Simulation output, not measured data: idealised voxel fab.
process module | voxel wiring stack
cross-section cut | 195 nm wide | cells 5 nm
A cross-section is a grid of square cells, given in bands from the top down. A band is one or more rows of cells.
Each band's line starts with the height of the band's top and of its bottom, in nm. Then come its materials from left to right, each with its width in nm. One material with "throughout" fills the band from edge to edge. "air" is empty space.
Height 0 is the level under which the wafer as received is all one material. The lowest band goes on downwards, as in "0 down".
A width such as "30 to 40" changes by the same amount from each row of cells to the next, from the band's top row to its bottom row.
"no change" after a step means that no cell of the cross-section changed.
closed voids: empty space of 8 cells or more with no open way to the top, each as width x height at its distance from the left edge, in nm
after a step's settings: what the simulator itself notes on the step
overlay nm, on a step with a mask: how far to the right of its planned place the mask lay; to the left if negative
plan
1 op RECEIVE | material Si
2 op CONFORMAL_DEP | material SiO2 | thk nm 10
3 op CONFORMAL_DEP | material SiCN | thk nm 5
4 op DIRECTIONAL_DEP | material lowk | thk nm 20
5 op MASKED_ETCH | tone open | mask id METAL_1 | width nm 25 | pitch nm 45 | etch materials lowk | depth nm 20 | overlay nm 0
6 op MASKED_ETCH | tone open | mask id METAL_1 | width nm 25 | pitch nm 45 | etch materials SiCN | depth nm 5 | overlay nm 0
7 op CONFORMAL_DEP | material TiN | thk nm 5
8 op FILL_DEP | material Ru | thk nm 5
9 op CMP | height nm 35
10 op CONFORMAL_DEP | material SiCN | thk nm 5
11 op DIRECTIONAL_DEP | material SiO2 | thk nm 35
12 op MASKED_ETCH | tone open | mask id METAL_2_HOLES | width nm 15 | pitch nm 45 | etch materials SiO2 | depth nm 35 | overlay nm 0
13 op DIRECTIONAL_DEP | material aC | thk nm 15
14 op PATTERN | tone open | mask id METAL_2 | material resist | width nm 25 | pitch nm 45 | thk nm 30 | overlay nm 0
15 op DIRECTIONAL_ETCH | etch materials aC | depth nm 15
16 op STRIP | etch materials resist
17 op DIRECTIONAL_ETCH | etch materials SiO2 | depth nm 20
18 op DIRECTIONAL_ETCH | etch materials SiCN | depth nm 5
19 op STRIP | etch materials aC
20 op CONFORMAL_DEP | material TiN | thk nm 5
21 op FILL_DEP | material Cu | thk nm 5
22 op CMP | height nm 75
23 op CONFORMAL_DEP | material SiCN | thk nm 5
24 op DIRECTIONAL_DEP | material SiO2 | thk nm 10
25 op DIRECTIONAL_DEP | material aC | thk nm 10
26 op PATTERN | tone open | mask id PLUG_2 | material resist | width nm 15 | pitch nm 90 | thk nm 25 | overlay nm 0
27 op DIRECTIONAL_ETCH | etch materials aC | depth nm 10
28 op STRIP | etch materials resist
29 op DIRECTIONAL_ETCH | etch materials SiO2 | depth nm 10
30 op DIRECTIONAL_ETCH | etch materials SiCN | depth nm 5
31 op STRIP | etch materials aC
32 op CONFORMAL_DEP | material TiN | thk nm 5
33 op FILL_DEP | material Cu | thk nm 5
34 op CMP | height nm 90
35 op DIRECTIONAL_DEP | material TiN | thk nm 5
36 op DIRECTIONAL_DEP | material W | thk nm 20
37 op MASKED_ETCH | tone cover | mask id METAL_3 | width nm 25 | pitch nm 45 | etch materials W | depth nm 20 | overlay nm 0
38 op MASKED_ETCH | tone cover | mask id METAL_3 | width nm 25 | pitch nm 45 | etch materials TiN | depth nm 5 | overlay nm 0
39 op CONFORMAL_DEP | material SiCN | thk nm 5
40 op FILL_DEP | material SiO2 | thk nm 10
41 op CMP | height nm 115
42 op CONFORMAL_DEP | material SiN | thk nm 5
as received, after step 1
  0 down: Si throughout
  closed voids: none
a wafer at the end: this start, this plan, one mistake
  120 to 115: SiN throughout
  115 to 95: SiO2 35 | SiCN 5 | W 25 | SiCN 5 | SiO2 10 | SiCN 5 | W 25 | SiCN 5 | SiO2 10 | SiCN 5 | W 25 | SiCN 5 | SiO2 35
  95 to 90: SiCN 40 | TiN 25 | SiCN 20 | TiN 25 | SiCN 20 | TiN 25 | SiCN 40
  90 to 80: SiO2 40 | TiN 5 | Cu 5 | TiN 5 | SiO2 75 | TiN 5 | Cu 5 | TiN 5 | SiO2 50
  80 to 75: SiCN 40 | TiN 15 | SiCN 75 | TiN 15 | SiCN 50
  75 to 40: SiO2 40 | TiN 5 | Cu 15 | TiN 5 | SiO2 20 | TiN 5 | Cu 15 | TiN 5 | SiO2 20 | TiN 5 | Cu 15 | TiN 5 | SiO2 40
  40 to 35: SiCN 40 | TiN 25 | SiCN 20 | TiN 25 | SiCN 20 | TiN 25 | SiCN 40
  35 to 15: lowk 40 | TiN 5 | Ru 15 | TiN 5 | lowk 20 | TiN 5 | Ru 15 | TiN 5 | lowk 20 | TiN 5 | Ru 15 | TiN 5 | lowk 40
  15 to 10: SiCN 40 | TiN 25 | SiCN 20 | TiN 25 | SiCN 20 | TiN 25 | SiCN 40
  10 to 0: SiO2 throughout
  0 down: Si throughout
  closed voids: none
what went wrong: step 17 was run twice
